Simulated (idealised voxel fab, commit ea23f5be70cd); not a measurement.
The process module presented herein is designated voxel air gaps.
FYI the section here is cut, 210 nm wide, cells are 5 nm squares.
Cross-section = grid of square cells, listed top down in bands; band = one or more rows. Band entry format. Leading values: height of top, height of bottom, nm. Remainder: materials in left-to-right order, each with its width in nm. Special words: "full width" on a single material, which then fills the band edge to edge; "air", empty space. Heights are expressed relative to 0, this being the level below which the as-received wafer comprises one material exclusively. The lowest band is unbounded in the downward direction and is denoted as in "0..down". A width given as "30..40" starts at the first number in the band's top row and ends at the second number in its bottom row, shifting by an equal amount at every step from row to row. "left unchanged" (step): cross-section cells unchanged, all of them. Closed empty spaces (no open way to the top) of 8 cells or more are what "Voids, sealed" lists, each as width x height at distance from the left edge, nm for all three. That trailing text on a step's line, after the settings, is the simulator's own remark on the step. overlay nm: where the mask lay relative to plan, measured to the right, on steps with a mask; negatives go left. Pairs from here to the end. Each: cross-section before one process step, cross-section after it, the latter only as far down as the lowest band that changed. Under each: the step between, and its settings. Mind that the pairs may be taken from different runs of this module on the same starting wafer; whether a pair continues from the pair above depends on its entry headed "Pre-process state", and it does only where that entry says so.

PRE-PROCESS STATE
> 0..down | Si full width
> Voids, sealed: none

AFTER
> 15..0 | SiO2 full width
> Below 0, the layers are the same as they were.
> Voids, sealed: none
Step between the pre-process and post-process cross-sections given above: CONFORMAL_DEP | material SiO2 | thk nm 15

Pre-process state: taken from the pair above, after panel.

AFTER
> 20..15 | SiN full width
> Below 15, the layers are the same as they were.
> Voids, sealed: none
Step between the pre-process and post-process cross-sections given above: CONFORMAL_DEP | material SiN | thk nm 5

Pre-process state: taken from the pair above, after panel.

AFTER
> 60..20 | SiO2 full width
> Below 20, the layers are the same as they were.
> Voids, sealed: none
Step between the pre-process and post-process cross-sections given above: DIRECTIONAL_DEP | material SiO2 | thk nm 40

Pre-process state: taken from the pair above, after panel.

AFTER
> 80..60 | 30 of resist, then 15 of air, then 30 of resist, then 15 of air, then 30 of resist, then 15 of air, then 30 of resist, then 15 of air, then 30 of resist
> Below 60, the layers are the same as they were.
> Voids, sealed: none
Step between the pre-process and post-process cross-sections given above: PATTERN | tone open | mask id LINES | material resist | width nm 15 | pitch nm 45 | thk nm 20 | overlay nm 0

Pre-process state: taken from the pair above, after panel.

AFTER
> 80..60 | 30 of resist, then 15 of air, then 30 of resist, then 15 of air, then 30 of resist, then 15 of air, then 30 of resist, then 15 of air, then 30 of resist
> 60..20 | 30 of SiO2, then 15 of air, then 30 of SiO2, then 15 of air, then 30 of SiO2, then 15 of air, then 30 of SiO2, then 15 of air, then 30 of SiO2
> Below 20, the layers are the same as they were.
> Voids, sealed: none
Step between the pre-process and post-process cross-sections given above: DIRECTIONAL_ETCH | etch materials SiO2 | depth nm 40

Pre-process state: taken from the pair above, after panel.

AFTER
> 60..20 | 30 of SiO2, then 15 of air, then 30 of SiO2, then 15 of air, then 30 of SiO2, then 15 of air, then 30 of SiO2, then 15 of air, then 30 of SiO2
> Below 20, the layers are the same as they were.
> Voids, sealed: none
Step between the pre-process and post-process cross-sections given above: STRIP | etch materials resist

Pre-process state: taken from the pair above, after panel.

AFTER
> 65..60 | 35 of TiN, then 5 of air, then 40 of TiN, then 5 of air, then 40 of TiN, then 5 of air, then 40 of TiN, then 5 of air, then 35 of TiN
> 60..25 | 30 of SiO2, then 5 of TiN, then 5 of air, then 5 of TiN, then 30 of SiO2, then 5 of TiN, then 5 of air, then 5 of TiN, then 30 of SiO2, then 5 of TiN, then 5 of air, then 5 of TiN, then 30 of SiO2, then 5 of TiN, then 5 of air, then 5 of TiN, then 30 of SiO2
> 25..20 | 30 of SiO2, then 15 of TiN, then 30 of SiO2, then 15 of TiN, then 30 of SiO2, then 15 of TiN, then 30 of SiO2, then 15 of TiN, then 30 of SiO2
> Below 20, the layers are the same as they were.
> Voids, sealed: none
Step between the pre-process and post-process cross-sections given above: CONFORMAL_DEP | material TiN | thk nm 5

Pre-process state: taken from the pair above, after panel.

AFTER
> 70..65 | W full width
> 65..60 | 35 of TiN, then 5 of W, then 40 of TiN, then 5 of W, then 40 of TiN, then 5 of W, then 40 of TiN, then 5 of W, then 35 of TiN
> 60..25 | 30 of SiO2, then 5 of TiN, then 5 of W, then 5 of TiN, then 30 of SiO2, then 5 of TiN, then 5 of W, then 5 of TiN, then 30 of SiO2, then 5 of TiN, then 5 of W, then 5 of TiN, then 30 of SiO2, then 5 of TiN, then 5 of W, then 5 of TiN, then 30 of SiO2
> Below 25, the layers are the same as they were.
> Voids, sealed: none
Step between the pre-process and post-process cross-sections given above: FILL_DEP | material W | thk nm 5

Pre-process state: taken from the pair above, after panel.

AFTER
> 60..25 | 30 of SiO2, then 5 of TiN, then 5 of W, then 5 of TiN, then 30 of SiO2, then 5 of TiN, then 5 of W, then 5 of TiN, then 30 of SiO2, then 5 of TiN, then 5 of W, then 5 of TiN, then 30 of SiO2, then 5 of TiN, then 5 of W, then 5 of TiN, then 30 of SiO2
> Below 25, the layers are the same as they were.
> Voids, sealed: none
Step between the pre-process and post-process cross-sections given above: CMP | height nm 60

Pre-process state: taken from the pair above, after panel.

AFTER
> 70..60 | 20 of air, then 35 of Ru, then 10 of air, then 35 of Ru, then 10 of air, then 35 of Ru, then 10 of air, then 35 of Ru, then 20 of air
> Below 60, the layers are the same as they were.
> Voids, sealed: none
Step between the pre-process and post-process cross-sections given above: EPI | material Ru | thk nm 10

Pre-process state: taken from the pair above, after panel.

AFTER
> 70..60 | 20 of air, then 35 of Ru, then 10 of air, then 35 of Ru, then 10 of air, then 35 of Ru, then 10 of air, then 35 of Ru, then 20 of air
> 60..25 | 30 of air, then 5 of TiN, then 5 of W, then 5 of TiN, then 30 of air, then 5 of TiN, then 5 of W, then 5 of TiN, then 30 of air, then 5 of TiN, then 5 of W, then 5 of TiN, then 30 of air, then 5 of TiN, then 5 of W, then 5 of TiN, then 30 of air
> 25..20 | 30 of air, then 15 of TiN, then 30 of air, then 15 of TiN, then 30 of air, then 15 of TiN, then 30 of air, then 15 of TiN, then 30 of air
> Below 20, the layers are the same as they were.
> Voids, sealed: none
Step between the pre-process and post-process cross-sections given above: SELECTIVE_ETCH | etch materials SiO2 | depth nm 50

Pre-process state: taken from the pair above, after panel.

AFTER
> 75..70 | 15 of air, then 180 of SiN, then 15 of air
> 70..60 | 15 of air, then 5 of SiN, then 35 of Ru, then 10 of SiN, then 35 of Ru, then 10 of SiN, then 35 of Ru, then 10 of SiN, then 35 of Ru, then 5 of SiN, then 15 of air
> 60..55 | 15 of air, then 15 of SiN, then 5 of TiN, then 5 of W, then 5 of TiN, then 30 of SiN, then 5 of TiN, then 5 of W, then 5 of TiN, then 30 of SiN, then 5 of TiN, then 5 of W, then 5 of TiN, then 30 of SiN, then 5 of TiN, then 5 of W, then 5 of TiN, then 15 of SiN, then 15 of air
> 55..25 | 25 of air, then 5 of SiN, then 5 of TiN, then 5 of W, then 5 of TiN, then 5 of SiN, then 20 of air, then 5 of SiN, then 5 of TiN, then 5 of W, then 5 of TiN, then 5 of SiN, then 20 of air, then 5 of SiN, then 5 of TiN, then 5 of W, then 5 of TiN, then 5 of SiN, then 20 of air, then 5 of SiN, then 5 of TiN, then 5 of W, then 5 of TiN, then 5 of SiN, then 25 of air
> 25..20 | 30 of SiN, then 15 of TiN, then 30 of SiN, then 15 of TiN, then 30 of SiN, then 15 of TiN, then 30 of SiN, then 15 of TiN, then 30 of SiN
> Below 20, the layers are the same as they were.
> Voids, sealed: 20 x 30 at 50; 20 x 30 at 95; 20 x 30 at 140
Step between the pre-process and post-process cross-sections given above: CONFORMAL_DEP | material SiN | thk nm 5

PRE-PROCESS STATE
> 15..0 | SiO2 full width
> 0..down | Si full width
> Voids, sealed: none

AFTER
> 30..0 | SiO2 full width
> Below 0, the layers are the same as they were.
> Voids, sealed: none
Step between the pre-process and post-process cross-sections given above: CONFORMAL_DEP | material SiO2 | thk nm 15

Pre-process state: taken from the pair above, after panel.

AFTER
> 35..30 | SiN full width
> Below 30, the layers are the same as they were.
> Voids, sealed: none
Step between the pre-process and post-process cross-sections given above: CONFORMAL_DEP | material SiN | thk nm 5

Pre-process state: taken from the pair above, after panel.

AFTER
> 75..35 | SiO2 full width
> Below 35, the layers are the same as they were.
> Voids, sealed: none
Step between the pre-process and post-process cross-sections given above: DIRECTIONAL_DEP | material SiO2 | thk nm 40

Pre-process state: taken from the pair above, after panel.

AFTER
> 95..75 | 30 of resist, then 15 of air, then 30 of resist, then 15 of air, then 30 of resist, then 15 of air, then 30 of resist, then 15 of air, then 30 of resist
> Below 75, the layers are the same as they were.
> Voids, sealed: none
Step between the pre-process and post-process cross-sections given above: PATTERN | tone open | mask id LINES | material resist | width nm 15 | pitch nm 45 | thk nm 20 | overlay nm 0

Pre-process state: taken from the pair above, after panel.

AFTER
> 95..75 | 30 of resist, then 15 of air, then 30 of resist, then 15 of air, then 30 of resist, then 15 of air, then 30 of resist, then 15 of air, then 30 of resist
> 75..35 | 30 of SiO2, then 15 of air, then 30 of SiO2, then 15 of air, then 30 of SiO2, then 15 of air, then 30 of SiO2, then 15 of air, then 30 of SiO2
> Below 35, the layers are the same as they were.
> Voids, sealed: none
Step between the pre-process and post-process cross-sections given above: DIRECTIONAL_ETCH | etch materials SiO2 | depth nm 40

Pre-process state: taken from the pair above, after panel.

AFTER
> 75..35 | 30 of SiO2, then 15 of air, then 30 of SiO2, then 15 of air, then 30 of SiO2, then 15 of air, then 30 of SiO2, then 15 of air, then 30 of SiO2
> Below 35, the layers are the same as they were.
> Voids, sealed: none
Step between the pre-process and post-process cross-sections given above: STRIP | etch materials resist

Pre-process state: taken from the pair above, after panel.

AFTER
> 80..75 | 35 of TiN, then 5 of air, then 40 of TiN, then 5 of air, then 40 of TiN, then 5 of air, then 40 of TiN, then 5 of air, then 35 of TiN
> 75..40 | 30 of SiO2, then 5 of TiN, then 5 of air, then 5 of TiN, then 30 of SiO2, then 5 of TiN, then 5 of air, then 5 of TiN, then 30 of SiO2, then 5 of TiN, then 5 of air, then 5 of TiN, then 30 of SiO2, then 5 of TiN, then 5 of air, then 5 of TiN, then 30 of SiO2
> 40..35 | 30 of SiO2, then 15 of TiN, then 30 of SiO2, then 15 of TiN, then 30 of SiO2, then 15 of TiN, then 30 of SiO2, then 15 of TiN, then 30 of SiO2
> Below 35, the layers are the same as they were.
> Voids, sealed: none
Step between the pre-process and post-process cross-sections given above: CONFORMAL_DEP | material TiN | thk nm 5

Pre-process state: taken from the pair above, after panel.

AFTER
> 85..80 | W full width
> 80..75 | 35 of TiN, then 5 of W, then 40 of TiN, then 5 of W, then 40 of TiN, then 5 of W, then 40 of TiN, then 5 of W, then 35 of TiN
> 75..40 | 30 of SiO2, then 5 of TiN, then 5 of W, then 5 of TiN, then 30 of SiO2, then 5 of TiN, then 5 of W, then 5 of TiN, then 30 of SiO2, then 5 of TiN, then 5 of W, then 5 of TiN, then 30 of SiO2, then 5 of TiN, then 5 of W, then 5 of TiN, then 30 of SiO2
> Below 40, the layers are the same as they were.
> Voids, sealed: none
Step between the pre-process and post-process cross-sections given above: FILL_DEP | material W | thk nm 5

Pre-process state: taken from the pair above, after panel.

AFTER
> 60..40 | 30 of SiO2, then 5 of TiN, then 5 of W, then 5 of TiN, then 30 of SiO2, then 5 of TiN, then 5 of W, then 5 of TiN, then 30 of SiO2, then 5 of TiN, then 5 of W, then 5 of TiN, then 30 of SiO2, then 5 of TiN, then 5 of W, then 5 of TiN, then 30 of SiO2
> Below 40, the layers are the same as they were.
> Voids, sealed: none
Step between the pre-process and post-process cross-sections given above: CMP | height nm 60

Pre-process state: taken from the pair above, after panel.

AFTER
> 70..60 | 20 of air, then 35 of Ru, then 10 of air, then 35 of Ru, then 10 of air, then 35 of Ru, then 10 of air, then 35 of Ru, then 20 of air
> Below 60, the layers are the same as they were.
> Voids, sealed: none
Step between the pre-process and post-process cross-sections given above: EPI | material Ru | thk nm 10

Pre-process state: taken from the pair above, after panel.

AFTER
> 70..60 | 20 of air, then 35 of Ru, then 10 of air, then 35 of Ru, then 10 of air, then 35 of Ru, then 10 of air, then 35 of Ru, then 20 of air
> 60..40 | 30 of air, then 5 of TiN, then 5 of W, then 5 of TiN, then 30 of air, then 5 of TiN, then 5 of W, then 5 of TiN, then 30 of air, then 5 of TiN, then 5 of W, then 5 of TiN, then 30 of air, then 5 of TiN, then 5 of W, then 5 of TiN, then 30 of air
> 40..35 | 30 of air, then 15 of TiN, then 30 of air, then 15 of TiN, then 30 of air, then 15 of TiN, then 30 of air, then 15 of TiN, then 30 of air
> Below 35, the layers are the same as they were.
> Voids, sealed: none
Step between the pre-process and post-process cross-sections given above: SELECTIVE_ETCH | etch materials SiO2 | depth nm 50

Pre-process state: taken from the pair above, after panel.

AFTER
> 75..70 | 15 of air, then 180 of SiN, then 15 of air
> 70..60 | 15 of air, then 5 of SiN, then 35 of Ru, then 10 of SiN, then 35 of Ru, then 10 of SiN, then 35 of Ru, then 10 of SiN, then 35 of Ru, then 5 of SiN, then 15 of air
> 60..55 | 15 of air, then 15 of SiN, then 5 of TiN, then 5 of W, then 5 of TiN, then 30 of SiN, then 5 of TiN, then 5 of W, then 5 of TiN, then 30 of SiN, then 5 of TiN, then 5 of W, then 5 of TiN, then 30 of SiN, then 5 of TiN, then 5 of W, then 5 of TiN, then 15 of SiN, then 15 of air
> 55..40 | 25 of air, then 5 of SiN, then 5 of TiN, then 5 of W, then 5 of TiN, then 5 of SiN, then 20 of air, then 5 of SiN, then 5 of TiN, then 5 of W, then 5 of TiN, then 5 of SiN, then 20 of air, then 5 of SiN, then 5 of TiN, then 5 of W, then 5 of TiN, then 5 of SiN, then 20 of air, then 5 of SiN, then 5 of TiN, then 5 of W, then 5 of TiN, then 5 of SiN, then 25 of air
> 40..35 | 30 of SiN, then 15 of TiN, then 30 of SiN, then 15 of TiN, then 30 of SiN, then 15 of TiN, then 30 of SiN, then 15 of TiN, then 30 of SiN
> Below 35, the layers are the same as they were.
> Voids, sealed: 20 x 15 at 50; 20 x 15 at 95; 20 x 15 at 140
Step between the pre-process and post-process cross-sections given above: CONFORMAL_DEP | material SiN | thk nm 5

PRE-PROCESS STATE
> 60..25 | 30 of SiO2, then 5 of TiN, then 5 of W, then 5 of TiN, then 30 of SiO2, then 5 of TiN, then 5 of W, then 5 of TiN, then 30 of SiO2, then 5 of TiN, then 5 of W, then 5 of TiN, then 30 of SiO2, then 5 of TiN, then 5 of W, then 5 of TiN, then 30 of SiO2
> 25..20 | 30 of SiO2, then 15 of TiN, then 30 of SiO2, then 15 of TiN, then 30 of SiO2, then 15 of TiN, then 30 of SiO2, then 15 of TiN, then 30 of SiO2
> 20..15 | SiN full width
> 15..0 | SiO2 full width
> 0..down | Si full width
> Voids, sealed: none

AFTER
> 60..25 | 30 of air, then 5 of TiN, then 5 of W, then 5 of TiN, then 30 of air, then 5 of TiN, then 5 of W, then 5 of TiN, then 30 of air, then 5 of TiN, then 5 of W, then 5 of TiN, then 30 of air, then 5 of TiN, then 5 of W, then 5 of TiN, then 30 of air
> 25..20 | 30 of air, then 15 of TiN, then 30 of air, then 15 of TiN, then 30 of air, then 15 of TiN, then 30 of air, then 15 of TiN, then 30 of air
> Below 20, the layers are the same as they were.
> Voids, sealed: none
Step between the pre-process and post-process cross-sections given above: SELECTIVE_ETCH | etch materials SiO2 | depth nm 50

Pre-process state: taken from the pair above, after panel.

AFTER
> 70..60 | 20 of air, then 35 of Ru, then 10 of air, then 35 of Ru, then 10 of air, then 35 of Ru, then 10 of air, then 35 of Ru, then 20 of air
> 60..25 | 20 of air, then 10 of Ru, then 5 of TiN, then 5 of W, then 5 of TiN, then 10 of Ru, then 10 of air, then 10 of Ru, then 5 of TiN, then 5 of W, then 5 of TiN, then 10 of Ru, then 10 of air, then 10 of Ru, then 5 of TiN, then 5 of W, then 5 of TiN, then 10 of Ru, then 10 of air, then 10 of Ru, then 5 of TiN, then 5 of W, then 5 of TiN, then 10 of Ru, then 20 of air
> 25..20 | 20 of air, then 10 of Ru, then 15 of TiN, then 10 of Ru, then 10 of air, then 10 of Ru, then 15 of TiN, then 10 of Ru, then 10 of air, then 10 of Ru, then 15 of TiN, then 10 of Ru, then 10 of air, then 10 of Ru, then 15 of TiN, then 10 of Ru, then 20 of air
> Below 20, the layers are the same as they were.
> Voids, sealed: none
Step between the pre-process and post-process cross-sections given above: EPI | material Ru | thk nm 10

Pre-process state: taken from the pair above, after panel.

AFTER
> 75..70 | 15 of air, then 180 of SiN, then 15 of air
> 70..60 | 15 of air, then 5 of SiN, then 35 of Ru, then 10 of SiN, then 35 of Ru, then 10 of SiN, then 35 of Ru, then 10 of SiN, then 35 of Ru, then 5 of SiN, then 15 of air
> 60..25 | 15 of air, then 5 of SiN, then 10 of Ru, then 5 of TiN, then 5 of W, then 5 of TiN, then 10 of Ru, then 10 of SiN, then 10 of Ru, then 5 of TiN, then 5 of W, then 5 of TiN, then 10 of Ru, then 10 of SiN, then 10 of Ru, then 5 of TiN, then 5 of W, then 5 of TiN, then 10 of Ru, then 10 of SiN, then 10 of Ru, then 5 of TiN, then 5 of W, then 5 of TiN, then 10 of Ru, then 5 of SiN, then 15 of air
> 25..20 | 20 of SiN, then 10 of Ru, then 15 of TiN, then 10 of Ru, then 10 of SiN, then 10 of Ru, then 15 of TiN, then 10 of Ru, then 10 of SiN, then 10 of Ru, then 15 of TiN, then 10 of Ru, then 10 of SiN, then 10 of Ru, then 15 of TiN, then 10 of Ru, then 20 of SiN
> Below 20, the layers are the same as they were.
> Voids, sealed: none
Step between the pre-process and post-process cross-sections given above: CONFORMAL_DEP | material SiN | thk nm 5

PRE-PROCESS STATE
> 70..60 | 20 of air, then 35 of Ru, then 10 of air, then 35 of Ru, then 10 of air, then 35 of Ru, then 10 of air, then 35 of Ru, then 20 of air
> 60..25 | 30 of air, then 5 of TiN, then 5 of W, then 5 of TiN, then 30 of air, then 5 of TiN, then 5 of W, then 5 of TiN, then 30 of air, then 5 of TiN, then 5 of W, then 5 of TiN, then 30 of air, then 5 of TiN, then 5 of W, then 5 of TiN, then 30 of air
> 25..20 | 30 of air, then 15 of TiN, then 30 of air, then 15 of TiN, then 30 of air, then 15 of TiN, then 30 of air, then 15 of TiN, then 30 of air
> 20..15 | SiN full width
> 15..0 | SiO2 full width
> 0..down | Si full width
> Voids, sealed: none

AFTER
> 85..70 | 5 of air, then 200 of SiN, then 5 of air
> 70..60 | 5 of air, then 15 of SiN, then 35 of Ru, then 10 of SiN, then 35 of Ru, then 10 of SiN, then 35 of Ru, then 10 of SiN, then 35 of Ru, then 15 of SiN, then 5 of air
> 60..55 | 5 of air, then 25 of SiN, then 5 of TiN, then 5 of W, then 5 of TiN, then 30 of SiN, then 5 of TiN, then 5 of W, then 5 of TiN, then 30 of SiN, then 5 of TiN, then 5 of W, then 5 of TiN, then 30 of SiN, then 5 of TiN, then 5 of W, then 5 of TiN, then 25 of SiN, then 5 of air
> 55..45 | 5 of air, then 25 of SiN, then 5 of TiN, then 5 of W, then 5 of TiN, then 5 of SiN, then 20 of air, then 5 of SiN, then 5 of TiN, then 5 of W, then 5 of TiN, then 5 of SiN, then 20 of air, then 5 of SiN, then 5 of TiN, then 5 of W, then 5 of TiN, then 5 of SiN, then 20 of air, then 5 of SiN, then 5 of TiN, then 5 of W, then 5 of TiN, then 25 of SiN, then 5 of air
> 45..35 | 15 of air, then 15 of SiN, then 5 of TiN, then 5 of W, then 5 of TiN, then 5 of SiN, then 20 of air, then 5 of SiN, then 5 of TiN, then 5 of W, then 5 of TiN, then 5 of SiN, then 20 of air, then 5 of SiN, then 5 of TiN, then 5 of W, then 5 of TiN, then 5 of SiN, then 20 of air, then 5 of SiN, then 5 of TiN, then 5 of W, then 5 of TiN, then 15 of SiN, then 15 of air
> 35..25 | 30 of SiN, then 5 of TiN, then 5 of W, then 5 of TiN, then 5 of SiN, then 20 of air, then 5 of SiN, then 5 of TiN, then 5 of W, then 5 of TiN, then 5 of SiN, then 20 of air, then 5 of SiN, then 5 of TiN, then 5 of W, then 5 of TiN, then 5 of SiN, then 20 of air, then 5 of SiN, then 5 of TiN, then 5 of W, then 5 of TiN, then 30 of SiN
> 25..20 | 30 of SiN, then 15 of TiN, then 30 of SiN, then 15 of TiN, then 30 of SiN, then 15 of TiN, then 30 of SiN, then 15 of TiN, then 30 of SiN
> Below 20, the layers are the same as they were.
> Voids, sealed: 20 x 30 at 50; 20 x 30 at 95; 20 x 30 at 140
Step between the pre-process and post-process cross-sections given above: CONFORMAL_DEP | material SiN | thk nm 15

PRE-PROCESS STATE
> 60..20 | SiO2 full width
> 20..15 | SiN full width
> 15..0 | SiO2 full width
> 0..down | Si full width
> Voids, sealed: none

AFTER
> 80..60 | 25 of resist, then 25 of air, then 20 of resist, then 25 of air, then 20 of resist, then 25 of air, then 20 of resist, then 25 of air, then 25 of resist
> Below 60, the layers are the same as they were.
> Voids, sealed: none
Step between the pre-process and post-process cross-sections given above: PATTERN | tone open | mask id LINES | material resist | width nm 25 | pitch nm 45 | thk nm 20 | overlay nm 0

Pre-process state: taken from the pair above, after panel.

AFTER
> 80..60 | 25 of resist, then 25 of air, then 20 of resist, then 25 of air, then 20 of resist, then 25 of air, then 20 of resist, then 25 of air, then 25 of resist
> 60..20 | 25 of SiO2, then 25 of air, then 20 of SiO2, then 25 of air, then 20 of SiO2, then 25 of air, then 20 of SiO2, then 25 of air, then 25 of SiO2
> Below 20, the layers are the same as they were.
> Voids, sealed: none
Step between the pre-process and post-process cross-sections given above: DIRECTIONAL_ETCH | etch materials SiO2 | depth nm 40

Pre-process state: taken from the pair above, after panel.

AFTER
> 60..20 | 25 of SiO2, then 25 of air, then 20 of SiO2, then 25 of air, then 20 of SiO2, then 25 of air, then 20 of SiO2, then 25 of air, then 25 of SiO2
> Below 20, the layers are the same as they were.
> Voids, sealed: none
Step between the pre-process and post-process cross-sections given above: STRIP | etch materials resist

Pre-process state: taken from the pair above, after panel.

AFTER
> 65..60 | 30 of TiN, then 15 of air, then 30 of TiN, then 15 of air, then 30 of TiN, then 15 of air, then 30 of TiN, then 15 of air, then 30 of TiN
> 60..25 | 25 of SiO2, then 5 of TiN, then 15 of air, then 5 of TiN, then 20 of SiO2, then 5 of TiN, then 15 of air, then 5 of TiN, then 20 of SiO2, then 5 of TiN, then 15 of air, then 5 of TiN, then 20 of SiO2, then 5 of TiN, then 15 of air, then 5 of TiN, then 25 of SiO2
> 25..20 | 25 of SiO2, then 25 of TiN, then 20 of SiO2, then 25 of TiN, then 20 of SiO2, then 25 of TiN, then 20 of SiO2, then 25 of TiN, then 25 of SiO2
> Below 20, the layers are the same as they were.
> Voids, sealed: none
Step between the pre-process and post-process cross-sections given above: CONFORMAL_DEP | material TiN | thk nm 5

Pre-process state: taken from the pair above, after panel.

AFTER
> 70..65 | W full width
> 65..60 | 30 of TiN, then 15 of W, then 30 of TiN, then 15 of W, then 30 of TiN, then 15 of W, then 30 of TiN, then 15 of W, then 30 of TiN
> 60..25 | 25 of SiO2, then 5 of TiN, then 15 of W, then 5 of TiN, then 20 of SiO2, then 5 of TiN, then 15 of W, then 5 of TiN, then 20 of SiO2, then 5 of TiN, then 15 of W, then 5 of TiN, then 20 of SiO2, then 5 of TiN, then 15 of W, then 5 of TiN, then 25 of SiO2
> Below 25, the layers are the same as they were.
> Voids, sealed: none
Step between the pre-process and post-process cross-sections given above: FILL_DEP | material W | thk nm 5

Pre-process state: taken from the pair above, after panel.

AFTER
> 60..25 | 25 of SiO2, then 5 of TiN, then 15 of W, then 5 of TiN, then 20 of SiO2, then 5 of TiN, then 15 of W, then 5 of TiN, then 20 of SiO2, then 5 of TiN, then 15 of W, then 5 of TiN, then 20 of SiO2, then 5 of TiN, then 15 of W, then 5 of TiN, then 25 of SiO2
> Below 25, the layers are the same as they were.
> Voids, sealed: none
Step between the pre-process and post-process cross-sections given above: CMP | height nm 60

Pre-process state: taken from the pair above, after panel.

AFTER
> 70..60 | 15 of air, then 180 of Ru, then 15 of air
> Below 60, the layers are the same as they were.
> Voids, sealed: none
Step between the pre-process and post-process cross-sections given above: EPI | material Ru | thk nm 10

Pre-process state: taken from the pair above, after panel.

AFTER
> 70..60 | 15 of air, then 180 of Ru, then 15 of air
> 60..25 | 25 of air, then 5 of TiN, then 15 of W, then 5 of TiN, then 20 of SiO2, then 5 of TiN, then 15 of W, then 5 of TiN, then 20 of SiO2, then 5 of TiN, then 15 of W, then 5 of TiN, then 20 of SiO2, then 5 of TiN, then 15 of W, then 5 of TiN, then 25 of air
> 25..20 | 25 of air, then 25 of TiN, then 20 of SiO2, then 25 of TiN, then 20 of SiO2, then 25 of TiN, then 20 of SiO2, then 25 of TiN, then 25 of air
> Below 20, the layers are the same as they were.
> Voids, sealed: none
Step between the pre-process and post-process cross-sections given above: SELECTIVE_ETCH | etch materials SiO2 | depth nm 50

Pre-process state: taken from the pair above, after panel.

AFTER
> 75..70 | 10 of air, then 190 of SiN, then 10 of air
> 70..60 | 10 of air, then 5 of SiN, then 180 of Ru, then 5 of SiN, then 10 of air
> 60..55 | 10 of air, then 15 of SiN, then 5 of TiN, then 15 of W, then 5 of TiN, then 20 of SiO2, then 5 of TiN, then 15 of W, then 5 of TiN, then 20 of SiO2, then 5 of TiN, then 15 of W, then 5 of TiN, then 20 of SiO2, then 5 of TiN, then 15 of W, then 5 of TiN, then 15 of SiN, then 10 of air
> 55..25 | 20 of air, then 5 of SiN, then 5 of TiN, then 15 of W, then 5 of TiN, then 20 of SiO2, then 5 of TiN, then 15 of W, then 5 of TiN, then 20 of SiO2, then 5 of TiN, then 15 of W, then 5 of TiN, then 20 of SiO2, then 5 of TiN, then 15 of W, then 5 of TiN, then 5 of SiN, then 20 of air
> 25..20 | 25 of SiN, then 25 of TiN, then 20 of SiO2, then 25 of TiN, then 20 of SiO2, then 25 of TiN, then 20 of SiO2, then 25 of TiN, then 25 of SiN
> Below 20, the layers are the same as they were.
> Voids, sealed: none
Step between the pre-process and post-process cross-sections given above: CONFORMAL_DEP | material SiN | thk nm 5

PRE-PROCESS STATE
> 60..20 | SiO2 full width
> 20..15 | SiN full width
> 15..0 | SiO2 full width
> 0..down | Si full width
> Voids, sealed: none

AFTER
> 80..60 | 25 of resist, then 15 of air, then 30 of resist, then 15 of air, then 30 of resist, then 15 of air, then 30 of resist, then 15 of air, then 35 of resist
> Below 60, the layers are the same as they were.
> Voids, sealed: none
Step between the pre-process and post-process cross-sections given above: PATTERN | tone open | mask id LINES | material resist | width nm 15 | pitch nm 45 | thk nm 20 | overlay nm -5

Pre-process state: taken from the pair above, after panel.

AFTER
> 80..60 | 25 of resist, then 15 of air, then 30 of resist, then 15 of air, then 30 of resist, then 15 of air, then 30 of resist, then 15 of air, then 35 of resist
> 60..20 | 25 of SiO2, then 15 of air, then 30 of SiO2, then 15 of air, then 30 of SiO2, then 15 of air, then 30 of SiO2, then 15 of air, then 35 of SiO2
> Below 20, the layers are the same as they were.
> Voids, sealed: none
Step between the pre-process and post-process cross-sections given above: DIRECTIONAL_ETCH | etch materials SiO2 | depth nm 40

Pre-process state: taken from the pair above, after panel.

AFTER
> 60..20 | 25 of SiO2, then 15 of air, then 30 of SiO2, then 15 of air, then 30 of SiO2, then 15 of air, then 30 of SiO2, then 15 of air, then 35 of SiO2
> Below 20, the layers are the same as they were.
> Voids, sealed: none
Step between the pre-process and post-process cross-sections given above: STRIP | etch materials resist

Pre-process state: taken from the pair above, after panel.

AFTER
> 65..60 | 30 of TiN, then 5 of air, then 40 of TiN, then 5 of air, then 40 of TiN, then 5 of air, then 40 of TiN, then 5 of air, then 40 of TiN
> 60..25 | 25 of SiO2, then 5 of TiN, then 5 of air, then 5 of TiN, then 30 of SiO2, then 5 of TiN, then 5 of air, then 5 of TiN, then 30 of SiO2, then 5 of TiN, then 5 of air, then 5 of TiN, then 30 of SiO2, then 5 of TiN, then 5 of air, then 5 of TiN, then 35 of SiO2
> 25..20 | 25 of SiO2, then 15 of TiN, then 30 of SiO2, then 15 of TiN, then 30 of SiO2, then 15 of TiN, then 30 of SiO2, then 15 of TiN, then 35 of SiO2
> Below 20, the layers are the same as they were.
> Voids, sealed: none
Step between the pre-process and post-process cross-sections given above: CONFORMAL_DEP | material TiN | thk nm 5

Pre-process state: taken from the pair above, after panel.

AFTER
> 70..65 | W full width
> 65..60 | 30 of TiN, then 5 of W, then 40 of TiN, then 5 of W, then 40 of TiN, then 5 of W, then 40 of TiN, then 5 of W, then 40 of TiN
> 60..25 | 25 of SiO2, then 5 of TiN, then 5 of W, then 5 of TiN, then 30 of SiO2, then 5 of TiN, then 5 of W, then 5 of TiN, then 30 of SiO2, then 5 of TiN, then 5 of W, then 5 of TiN, then 30 of SiO2, then 5 of TiN, then 5 of W, then 5 of TiN, then 35 of SiO2
> Below 25, the layers are the same as they were.
> Voids, sealed: none
Step between the pre-process and post-process cross-sections given above: FILL_DEP | material W | thk nm 5

Pre-process state: taken from the pair above, after panel.

AFTER
> 60..25 | 25 of SiO2, then 5 of TiN, then 5 of W, then 5 of TiN, then 30 of SiO2, then 5 of TiN, then 5 of W, then 5 of TiN, then 30 of SiO2, then 5 of TiN, then 5 of W, then 5 of TiN, then 30 of SiO2, then 5 of TiN, then 5 of W, then 5 of TiN, then 35 of SiO2
> Below 25, the layers are the same as they were.
> Voids, sealed: none
Step between the pre-process and post-process cross-sections given above: CMP | height nm 60

Pre-process state: taken from the pair above, after panel.

AFTER
> 70..60 | 15 of air, then 35 of Ru, then 10 of air, then 35 of Ru, then 10 of air, then 35 of Ru, then 10 of air, then 35 of Ru, then 25 of air
> Below 60, the layers are the same as they were.
> Voids, sealed: none
Step between the pre-process and post-process cross-sections given above: EPI | material Ru | thk nm 10
